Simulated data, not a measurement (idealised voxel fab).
This section sets out a process module, namely voxel spacer lines.
This is section cut - it's 225 nm across, gridded in 5 nm square cells.
How to read a cross-section here: the picture is a grid of square cells, written as bands going from the top down, and any band can span one or more rows of cells. Top height, bottom height, nm. Materials left to right, width each, nm. Single material + "all across" = fills band edge to edge. "air" = empty. Below 0: as-received wafer, all one material; heights counted from there. Lowest band: no bottom, goes on down, written "0 down". Note: "30 to 40" means the width goes from the first number (top row of the band) to the second number (bottom row) in equal steps per row of cells. "no change" means the step left every cell of the cross-section as it was. Under "Tabulated closed voids" you'll find the enclosed gaps, the ones with no way out to the top, that are 8 cells or bigger; each reads width x height at distance, with distance counted from the left edge, everything in nm. What comes after the settings on a step's line is commentary from the simulator itself on that step. overlay nm: step with mask; distance mask lay right of planned place; negative value = left of planned place.
[The following list gives the planned process steps]
step 1: op RECEIVE | material Si
step 2: op CONFORMAL_DEP | material Al2O3 | thk nm 10
step 3: op DIRECTIONAL_DEP | material TiN | thk nm 10
step 4: op DIRECTIONAL_DEP | material aC | thk nm 25
step 5: op PATTERN | tone cover | mask id MANDREL | material resist | width nm 25 | pitch nm 70 | thk nm 35 | overlay nm 0
step 6: op DIRECTIONAL_ETCH | etch materials aC | depth nm 25
step 7: op STRIP | etch materials resist
step 8: op CONFORMAL_DEP | material SiO2 | thk nm 10
step 9: op DIRECTIONAL_ETCH | etch materials SiO2 | depth nm 10
step 10: op STRIP | etch materials aC
step 11: op DIRECTIONAL_ETCH | etch materials TiN | depth nm 10
step 12: op STRIP | etch materials SiO2
step 13: op FILL_DEP | material lowk | thk nm 10
step 14: op CMP | height nm 20
[Cross-section of the wafer as it came to us, i.e., already through step 1]
    0 down  Si all across
    Tabulated closed voids: none
[One mistake in running the module, otherwise start and plan as above: cross-section at the end]
    20 to 15  lowk all across
    15 to 5  20 of lowk / 10 of TiN / 25 of lowk / 10 of TiN / 25 of lowk / 10 of TiN / 25 of lowk / 10 of TiN / 25 of lowk / 10 of TiN / 25 of lowk / 10 of TiN / 20 of lowk
    5 to 0  Al2O3 all across
    0 down  Si all across
    Tabulated closed voids: none
Run error: rather than as planned, step 2 actually ran as op CONFORMAL_DEP | material Al2O3 | thk nm 5
